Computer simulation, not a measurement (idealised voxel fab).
Module name: voxel transistor to metal (process module)
Square cell edge 5 nm, section width 210 nm, ID cut.
Just so we're on the same page, the cross-sections are grids of square cells, and they're listed out in bands top to bottom, each band one or more rows deep.
Heads up on the band format: heights come first, top then bottom, in nm. After that it's the materials left to right, each with its width in nm. A single material flagged "everywhere" fills the whole band edge to edge, and "air" means there's empty space there.
All heights in this document are referenced to 0, defined as the level beneath which the wafer, as received, consists entirely of one material. The lowest band is not bounded below; it extends indefinitely downward and is written in the form "from 0 down".
Width: "30 to 40" (first number = top row, second number = bottom row, same change from row to row of cells).
"no change occurred" for a step: no cell of the cross-section changed in that step.
"Voids, fully enclosed" lists enclosed empty spaces (at least 8 cells, no open path upward to the top), each as width x height at distance from the left edge, in nm.
Step line, after settings: the simulator's comment on this step.
overlay nm: right-of-plan distance of the mask on a masked step; negative values mean left-of-plan.
## Steps in the process plan
1: RECEIVE,material Si
2: OXIDIZE,depth nm 5
3: CONFORMAL_DEP,material SiN,thk nm 10
4: MASKED_ETCH,tone cover,mask id ACTIVE,width nm 110,etch materials SiN,depth nm 10,overlay nm 0
5: MASKED_ETCH,tone cover,mask id ACTIVE,width nm 110,etch materials SiO2,depth nm 5,overlay nm 0
6: MASKED_ETCH,tone cover,mask id ACTIVE,width nm 110,etch materials Si,depth nm 20,overlay nm 0
7: FILL_DEP,material SiO2,thk nm 10
8: CMP,height nm 10
9: SELECTIVE_ETCH,etch materials SiO2,depth nm 10
10: STRIP,etch materials SiN
11: SELECTIVE_ETCH,etch materials SiO2,depth nm 5
12: OXIDIZE,depth nm 5
13: DIRECTIONAL_DEP,material polySi,thk nm 20
14: DIRECTIONAL_DEP,material SiCN,thk nm 15
15: DIRECTIONAL_DEP,material aC,thk nm 10
16: PATTERN,tone cover,mask id GATE,material resist,width nm 30,thk nm 25,overlay nm 0
17: DIRECTIONAL_ETCH,etch materials aC,depth nm 10
18: STRIP,etch materials resist
19: DIRECTIONAL_ETCH,etch materials SiCN,depth nm 25
20: DIRECTIONAL_ETCH,etch materials polySi,depth nm 30
21: STRIP,etch materials aC
22: CONFORMAL_DEP,material SiN,thk nm 10
23: DIRECTIONAL_ETCH,etch materials SiN,depth nm 10
24: DIRECTIONAL_ETCH,etch materials SiO2,depth nm 5
25: DIRECTIONAL_ETCH,etch materials Si,depth nm 15
26: EPI,material nSi,thk nm 20
27: FILL_DEP,material SiO2,thk nm 10
28: CMP,height nm 15
29: STRIP,etch materials polySi
30: SELECTIVE_ETCH,etch materials SiO2,depth nm 5
31: CONFORMAL_DEP,material HfO2,thk nm 5
32: CONFORMAL_DEP,material TiN,thk nm 5
33: FILL_DEP,material W,thk nm 10
34: CMP,height nm 10
35: DIRECTIONAL_DEP,material SiO2,thk nm 10
36: DIRECTIONAL_DEP,material aC,thk nm 15
37: PATTERN,tone open,mask id CONTACT,material resist,width nm 15,pitch nm 75,thk nm 35,overlay nm 0
38: DIRECTIONAL_ETCH,etch materials aC,depth nm 15
39: STRIP,etch materials resist
40: DIRECTIONAL_ETCH,etch materials SiO2,depth nm 10
41: STRIP,etch materials aC
42: CONFORMAL_DEP,material TiN,thk nm 5
43: FILL_DEP,material Ru,thk nm 10
44: CMP,height nm 20
45: CONFORMAL_DEP,material SiCN,thk nm 5
46: DIRECTIONAL_DEP,material SiO2,thk nm 15
47: PATTERN,tone open,mask id METAL_1,material resist,width nm 15,pitch nm 75,thk nm 20,overlay nm 0
48: DIRECTIONAL_ETCH,etch materials SiO2,depth nm 15
49: DIRECTIONAL_ETCH,etch materials SiCN,depth nm 5
50: STRIP,etch materials resist
51: CONFORMAL_DEP,material TiN,thk nm 5
52: FILL_DEP,material Ru,thk nm 10
53: CMP,height nm 40
54: CONFORMAL_DEP,material SiN,thk nm 5
## First of two wafers, processed according to plan
## This is the cross-section of the wafer as we received it, i.e. after step 1
* from 0 down = Si everywhere
* Voids, fully enclosed: none
## Cross-section: wafer state after step 2
* from 0 to -5 = SiO2 everywhere
* Everything under -5 stays put, no change at all.
## Cross-section: wafer state after step 3
* from 10 to 0 = SiN everywhere
* Everything under 0 stays put, no change at all.
## Cross-section: wafer state after step 4
* from 10 to 0 = air 50 nm | SiN 110 nm | air 50 nm
* Everything under 0 stays put, no change at all.
## Cross-section: wafer state after step 5
* from 10 to 0 = air 50 nm | SiN 110 nm | air 50 nm
* from 0 to -5 = air 50 nm | SiO2 110 nm | air 50 nm
* Everything under -5 stays put, no change at all.
## Cross-section: wafer state after step 6
* from 10 to 0 = air 50 nm | SiN 110 nm | air 50 nm
* from 0 to -5 = air 50 nm | SiO2 110 nm | air 50 nm
* from -5 to -25 = air 50 nm | Si 110 nm | air 50 nm
* Everything under -25 stays put, no change at all.
## Cross-section: wafer state after step 7
* from 20 to 10 = SiO2 everywhere
* from 10 to 0 = SiO2 50 nm | SiN 110 nm | SiO2 50 nm
* from 0 to -5 = SiO2 everywhere
* from -5 to -25 = SiO2 50 nm | Si 110 nm | SiO2 50 nm
* Everything under -25 stays put, no change at all.
## Cross-section: wafer state after step 8
* from 10 to 0 = SiO2 50 nm | SiN 110 nm | SiO2 50 nm
* Everything under 0 stays put, no change at all.
## Cross-section: wafer state after step 9
* from 10 to 0 = air 50 nm | SiN 110 nm | air 50 nm
* Everything under 0 stays put, no change at all.
## Cross-section: wafer state after step 10
* from 0 to -5 = SiO2 everywhere
* Everything under -5 stays put, no change at all.
## Cross-section: wafer state after step 11
* from -5 to -25 = SiO2 50 nm | Si 110 nm | SiO2 50 nm
* Everything under -25 stays put, no change at all.
## Cross-section: wafer state after step 12
* from -5 to -10 = SiO2 everywhere
* Everything under -10 stays put, no change at all.
## Cross-section: wafer state after step 13
* from 15 to -5 = polySi everywhere
* Everything under -5 stays put, no change at all.
## Cross-section: wafer state after step 14
* from 30 to 15 = SiCN everywhere
* Everything under 15 stays put, no change at all.
## Cross-section: wafer state after step 15
* from 40 to 30 = aC everywhere
* Everything under 30 stays put, no change at all.
## Cross-section: wafer state after step 16
* from 65 to 40 = air 90 nm | resist 30 nm | air 90 nm
* Everything under 40 stays put, no change at all.
## Cross-section: wafer state after step 17
* from 55 to 40 = air 90 nm | resist 30 nm | air 90 nm
* from 40 to 30 = air 90 nm | aC 30 nm | air 90 nm
* Everything under 30 stays put, no change at all.
## Cross-section: wafer state after step 18
* from 40 to 30 = air 90 nm | aC 30 nm | air 90 nm
* Everything under 30 stays put, no change at all.
## Cross-section: wafer state after step 19
* from 40 to 30 = air 90 nm | aC 30 nm | air 90 nm
* from 30 to 15 = air 90 nm | SiCN 30 nm | air 90 nm
* Everything under 15 stays put, no change at all.
## Cross-section: wafer state after step 20
* from 40 to 30 = air 90 nm | aC 30 nm | air 90 nm
* from 30 to 15 = air 90 nm | SiCN 30 nm | air 90 nm
* from 15 to -5 = air 90 nm | polySi 30 nm | air 90 nm
* Everything under -5 stays put, no change at all.
## Cross-section: wafer state after step 21
* from 30 to 15 = air 90 nm | SiCN 30 nm | air 90 nm
* Everything under 15 stays put, no change at all.
## Cross-section: wafer state after step 22
* from 40 to 30 = air 80 nm | SiN 50 nm | air 80 nm
* from 30 to 15 = air 80 nm | SiN 10 nm | SiCN 30 nm | SiN 10 nm | air 80 nm
* from 15 to 5 = air 80 nm | SiN 10 nm | polySi 30 nm | SiN 10 nm | air 80 nm
* from 5 to -5 = SiN 90 nm | polySi 30 nm | SiN 90 nm
* Everything under -5 stays put, no change at all.
## Cross-section: wafer state after step 23
* from 30 to 15 = air 80 nm | SiN 10 nm | SiCN 30 nm | SiN 10 nm | air 80 nm
* from 15 to -5 = air 80 nm | SiN 10 nm | polySi 30 nm | SiN 10 nm | air 80 nm
* Everything under -5 stays put, no change at all.
## Cross-section: wafer state after step 24
* from 30 to 15 = air 80 nm | SiN 10 nm | SiCN 30 nm | SiN 10 nm | air 80 nm
* from 15 to -5 = air 80 nm | SiN 10 nm | polySi 30 nm | SiN 10 nm | air 80 nm
* from -5 to -10 = air 80 nm | SiO2 50 nm | air 80 nm
* Everything under -10 stays put, no change at all.
## Cross-section: wafer state after step 25
* from 30 to 15 = air 80 nm | SiN 10 nm | SiCN 30 nm | SiN 10 nm | air 80 nm
* from 15 to -5 = air 80 nm | SiN 10 nm | polySi 30 nm | SiN 10 nm | air 80 nm
* from -5 to -10 = air 80 nm | SiO2 50 nm | air 80 nm
* from -10 to -25 = SiO2 50 nm | air 30 nm | Si 50 nm | air 30 nm | SiO2 50 nm
* Everything under -25 stays put, no change at all.
## Cross-section: wafer state after step 26
* from 30 to 15 = air 80 nm | SiN 10 nm | SiCN 30 nm | SiN 10 nm | air 80 nm
* from 15 to 10 = air 80 nm | SiN 10 nm | polySi 30 nm | SiN 10 nm | air 80 nm
* from 10 to -5 = air 60 nm | nSi 20 nm | SiN 10 nm | polySi 30 nm | SiN 10 nm | nSi 20 nm | air 60 nm
* from -5 to -10 = air 45 nm | nSi 35 nm | SiO2 50 nm | nSi 35 nm | air 45 nm
* from -10 to -25 = SiO2 50 nm | nSi 30 nm | Si 50 nm | nSi 30 nm | SiO2 50 nm
* Everything under -25 stays put, no change at all.
## Cross-section: wafer state after step 27
* from 40 to 30 = SiO2 everywhere
* from 30 to 15 = SiO2 80 nm | SiN 10 nm | SiCN 30 nm | SiN 10 nm | SiO2 80 nm
* from 15 to 10 = SiO2 80 nm | SiN 10 nm | polySi 30 nm | SiN 10 nm | SiO2 80 nm
* from 10 to -5 = SiO2 60 nm | nSi 20 nm | SiN 10 nm | polySi 30 nm | SiN 10 nm | nSi 20 nm | SiO2 60 nm
* from -5 to -10 = SiO2 45 nm | nSi 35 nm | SiO2 50 nm | nSi 35 nm | SiO2 45 nm
* Everything under -10 stays put, no change at all.
## Cross-section: wafer state after step 28
* from 15 to 10 = SiO2 80 nm | SiN 10 nm | polySi 30 nm | SiN 10 nm | SiO2 80 nm
* Everything under 10 stays put, no change at all.
## Cross-section: wafer state after step 29
* from 15 to 10 = SiO2 80 nm | SiN 10 nm | air 30 nm | SiN 10 nm | SiO2 80 nm
* from 10 to -5 = SiO2 60 nm | nSi 20 nm | SiN 10 nm | air 30 nm | SiN 10 nm | nSi 20 nm | SiO2 60 nm
* Everything under -5 stays put, no change at all.
## Cross-section: wafer state after step 30
* from 15 to 10 = air 80 nm | SiN 10 nm | air 30 nm | SiN 10 nm | air 80 nm
* from 10 to -5 = SiO2 60 nm | nSi 20 nm | SiN 10 nm | air 30 nm | SiN 10 nm | nSi 20 nm | SiO2 60 nm
* from -5 to -10 = SiO2 45 nm | nSi 35 nm | SiO2 5 nm | air 40 nm | SiO2 5 nm | nSi 35 nm | SiO2 45 nm
* Everything under -10 stays put, no change at all.
## Cross-section: wafer state after step 31
* from 20 to 15 = air 75 nm | HfO2 20 nm | air 20 nm | HfO2 20 nm | air 75 nm
* from 15 to 10 = HfO2 80 nm | SiN 10 nm | HfO2 5 nm | air 20 nm | HfO2 5 nm | SiN 10 nm | HfO2 80 nm
* from 10 to -5 = SiO2 60 nm | nSi 20 nm | SiN 10 nm | HfO2 5 nm | air 20 nm | HfO2 5 nm | SiN 10 nm | nSi 20 nm | SiO2 60 nm
* from -5 to -10 = SiO2 45 nm | nSi 35 nm | SiO2 5 nm | HfO2 40 nm | SiO2 5 nm | nSi 35 nm | SiO2 45 nm
* Everything under -10 stays put, no change at all.
## Cross-section: wafer state after step 32
* from 25 to 20 = air 70 nm | TiN 30 nm | air 10 nm | TiN 30 nm | air 70 nm
* from 20 to 15 = TiN 75 nm | HfO2 20 nm | TiN 5 nm | air 10 nm | TiN 5 nm | HfO2 20 nm | TiN 75 nm
* from 15 to 10 = HfO2 80 nm | SiN 10 nm | HfO2 5 nm | TiN 5 nm | air 10 nm | TiN 5 nm | HfO2 5 nm | SiN 10 nm | HfO2 80 nm
* from 10 to 0 = SiO2 60 nm | nSi 20 nm | SiN 10 nm | HfO2 5 nm | TiN 5 nm | air 10 nm | TiN 5 nm | HfO2 5 nm | SiN 10 nm | nSi 20 nm | SiO2 60 nm
* from 0 to -5 = SiO2 60 nm | nSi 20 nm | SiN 10 nm | HfO2 5 nm | TiN 20 nm | HfO2 5 nm | SiN 10 nm | nSi 20 nm | SiO2 60 nm
* Everything under -5 stays put, no change at all.
## Cross-section: wafer state after step 33
* from 35 to 25 = W everywhere
* from 25 to 20 = W 70 nm | TiN 30 nm | W 10 nm | TiN 30 nm | W 70 nm
* from 20 to 15 = TiN 75 nm | HfO2 20 nm | TiN 5 nm | W 10 nm | TiN 5 nm | HfO2 20 nm | TiN 75 nm
* from 15 to 10 = HfO2 80 nm | SiN 10 nm | HfO2 5 nm | TiN 5 nm | W 10 nm | TiN 5 nm | HfO2 5 nm | SiN 10 nm | HfO2 80 nm
* from 10 to 0 = SiO2 60 nm | nSi 20 nm | SiN 10 nm | HfO2 5 nm | TiN 5 nm | W 10 nm | TiN 5 nm | HfO2 5 nm | SiN 10 nm | nSi 20 nm | SiO2 60 nm
* Everything under 0 stays put, no change at all.
## Cross-section: wafer state after step 34
* from 10 to 0 = SiO2 60 nm | nSi 20 nm | SiN 10 nm | HfO2 5 nm | TiN 5 nm | W 10 nm | TiN 5 nm | HfO2 5 nm | SiN 10 nm | nSi 20 nm | SiO2 60 nm
* Everything under 0 stays put, no change at all.
## Cross-section: wafer state after step 35
* from 20 to 10 = SiO2 everywhere
* Everything under 10 stays put, no change at all.
## Cross-section: wafer state after step 36
* from 35 to 20 = aC everywhere
* Everything under 20 stays put, no change at all.
## Cross-section: wafer state after step 37
* from 70 to 35 = resist 60 nm | air 15 nm | resist 60 nm | air 15 nm | resist 60 nm
* Everything under 35 stays put, no change at all.
## Cross-section: wafer state after step 38
* from 55 to 35 = resist 60 nm | air 15 nm | resist 60 nm | air 15 nm | resist 60 nm
* from 35 to 20 = aC 60 nm | air 15 nm | aC 60 nm | air 15 nm | aC 60 nm
* Everything under 20 stays put, no change at all.
## Cross-section: wafer state after step 39
* from 35 to 20 = aC 60 nm | air 15 nm | aC 60 nm | air 15 nm | aC 60 nm
* Everything under 20 stays put, no change at all.
## Cross-section: wafer state after step 40
* from 35 to 20 = aC 60 nm | air 15 nm | aC 60 nm | air 15 nm | aC 60 nm
* from 20 to 10 = SiO2 60 nm | air 15 nm | SiO2 60 nm | air 15 nm | SiO2 60 nm
* Everything under 10 stays put, no change at all.
## Cross-section: wafer state after step 41
* from 20 to 10 = SiO2 60 nm | air 15 nm | SiO2 60 nm | air 15 nm | SiO2 60 nm
* Everything under 10 stays put, no change at all.
## Cross-section: wafer state after step 42
* from 25 to 20 = TiN 65 nm | air 5 nm | TiN 70 nm | air 5 nm | TiN 65 nm
* from 20 to 15 = SiO2 60 nm | TiN 5 nm | air 5 nm | TiN 5 nm | SiO2 60 nm | TiN 5 nm | air 5 nm | TiN 5 nm | SiO2 60 nm
* from 15 to 10 = SiO2 60 nm | TiN 15 nm | SiO2 60 nm | TiN 15 nm | SiO2 60 nm
* Everything under 10 stays put, no change at all.
## Cross-section: wafer state after step 43
* from 35 to 25 = Ru everywhere
* from 25 to 20 = TiN 65 nm | Ru 5 nm | TiN 70 nm | Ru 5 nm | TiN 65 nm
* from 20 to 15 = SiO2 60 nm | TiN 5 nm | Ru 5 nm | TiN 5 nm | SiO2 60 nm | TiN 5 nm | Ru 5 nm | TiN 5 nm | SiO2 60 nm
* Everything under 15 stays put, no change at all.
## Cross-section: wafer state after step 44
* from 20 to 15 = SiO2 60 nm | TiN 5 nm | Ru 5 nm | TiN 5 nm | SiO2 60 nm | TiN 5 nm | Ru 5 nm | TiN 5 nm | SiO2 60 nm
* Everything under 15 stays put, no change at all.
## Cross-section: wafer state after step 45
* from 25 to 20 = SiCN everywhere
* Everything under 20 stays put, no change at all.
## Cross-section: wafer state after step 46
* from 40 to 25 = SiO2 everywhere
* Everything under 25 stays put, no change at all.
## Cross-section: wafer state after step 47
* from 60 to 40 = resist 60 nm | air 15 nm | resist 60 nm | air 15 nm | resist 60 nm
* Everything under 40 stays put, no change at all.
## Cross-section: wafer state after step 48
* from 60 to 40 = resist 60 nm | air 15 nm | resist 60 nm | air 15 nm | resist 60 nm
* from 40 to 25 = SiO2 60 nm | air 15 nm | SiO2 60 nm | air 15 nm | SiO2 60 nm
* Everything under 25 stays put, no change at all.
## Cross-section: wafer state after step 49
* from 60 to 40 = resist 60 nm | air 15 nm | resist 60 nm | air 15 nm | resist 60 nm
* from 40 to 25 = SiO2 60 nm | air 15 nm | SiO2 60 nm | air 15 nm | SiO2 60 nm
* from 25 to 20 = SiCN 60 nm | air 15 nm | SiCN 60 nm | air 15 nm | SiCN 60 nm
* Everything under 20 stays put, no change at all.
## Cross-section: wafer state after step 50
* from 40 to 25 = SiO2 60 nm | air 15 nm | SiO2 60 nm | air 15 nm | SiO2 60 nm
* Everything under 25 stays put, no change at all.
## Cross-section: wafer state after step 51
* from 45 to 40 = TiN 65 nm | air 5 nm | TiN 70 nm | air 5 nm | TiN 65 nm
* from 40 to 25 = SiO2 60 nm | TiN 5 nm | air 5 nm | TiN 5 nm | SiO2 60 nm | TiN 5 nm | air 5 nm | TiN 5 nm | SiO2 60 nm
* from 25 to 20 = SiCN 60 nm | TiN 15 nm | SiCN 60 nm | TiN 15 nm | SiCN 60 nm
* Everything under 20 stays put, no change at all.
## Cross-section: wafer state after step 52
* from 55 to 45 = Ru everywhere
* from 45 to 40 = TiN 65 nm | Ru 5 nm | TiN 70 nm | Ru 5 nm | TiN 65 nm
* from 40 to 25 = SiO2 60 nm | TiN 5 nm | Ru 5 nm | TiN 5 nm | SiO2 60 nm | TiN 5 nm | Ru 5 nm | TiN 5 nm | SiO2 60 nm
* Everything under 25 stays put, no change at all.
## Cross-section: wafer state after step 53
* from 40 to 25 = SiO2 60 nm | TiN 5 nm | Ru 5 nm | TiN 5 nm | SiO2 60 nm | TiN 5 nm | Ru 5 nm | TiN 5 nm | SiO2 60 nm
* Everything under 25 stays put, no change at all.
## Cross-section: wafer state after step 54
* from 45 to 40 = SiN everywhere
* Everything under 40 stays put, no change at all.
## Second wafer - shared start and plan with the first - one error in running - same as the first up to step 46 inclusive
## What the second wafer looks like in cross-section when step 47 should have wrapped up
* from 60 to 40 = resist 70 nm | air 15 nm | resist 60 nm | air 15 nm | resist 50 nm
* Everything under 40 stays put, no change at all.
## What the second wafer looks like in cross-section when step 48 should have wrapped up
* from 60 to 40 = resist 70 nm | air 15 nm | resist 60 nm | air 15 nm | resist 50 nm
* from 40 to 25 = SiO2 70 nm | air 15 nm | SiO2 60 nm | air 15 nm | SiO2 50 nm
* Everything under 25 stays put, no change at all.
## What the second wafer looks like in cross-section when step 49 should have wrapped up
* from 60 to 40 = resist 70 nm | air 15 nm | resist 60 nm | air 15 nm | resist 50 nm
* from 40 to 25 = SiO2 70 nm | air 15 nm | SiO2 60 nm | air 15 nm | SiO2 50 nm
* from 25 to 20 = SiCN 70 nm | air 15 nm | SiCN 60 nm | air 15 nm | SiCN 50 nm
* Everything under 20 stays put, no change at all.
## What the second wafer looks like in cross-section when step 50 should have wrapped up
* from 40 to 25 = SiO2 70 nm | air 15 nm | SiO2 60 nm | air 15 nm | SiO2 50 nm
* Everything under 25 stays put, no change at all.
## What the second wafer looks like in cross-section when step 51 should have wrapped up
* from 45 to 40 = TiN 75 nm | air 5 nm | TiN 70 nm | air 5 nm | TiN 55 nm
* from 40 to 25 = SiO2 70 nm | TiN 5 nm | air 5 nm | TiN 5 nm | SiO2 60 nm | TiN 5 nm | air 5 nm | TiN 5 nm | SiO2 50 nm
* from 25 to 20 = SiCN 70 nm | TiN 15 nm | SiCN 60 nm | TiN 15 nm | SiCN 50 nm
* Everything under 20 stays put, no change at all.
## What the second wafer looks like in cross-section when step 52 should have wrapped up
* from 55 to 45 = Ru everywhere
* from 45 to 40 = TiN 75 nm | Ru 5 nm | TiN 70 nm | Ru 5 nm | TiN 55 nm
* from 40 to 25 = SiO2 70 nm | TiN 5 nm | Ru 5 nm | TiN 5 nm | SiO2 60 nm | TiN 5 nm | Ru 5 nm | TiN 5 nm | SiO2 50 nm
* Everything under 25 stays put, no change at all.
## What the second wafer looks like in cross-section when step 53 should have wrapped up
* from 40 to 25 = SiO2 70 nm | TiN 5 nm | Ru 5 nm | TiN 5 nm | SiO2 60 nm | TiN 5 nm | Ru 5 nm | TiN 5 nm | SiO2 50 nm
* Everything under 25 stays put, no change at all.
## What the second wafer looks like in cross-section when step 54 should have wrapped up
* from 45 to 40 = SiN everywhere
* Everything under 40 stays put, no change at all.
The plan and the run diverged here: step 47 ran as: PATTERN,tone open,mask id METAL_1,material resist,width nm 15,pitch nm 75,thk nm 20,overlay nm 10
Comparing end states, the material composition by cell count is preserved from the first wafer to the second, while the locations of the cells are not.
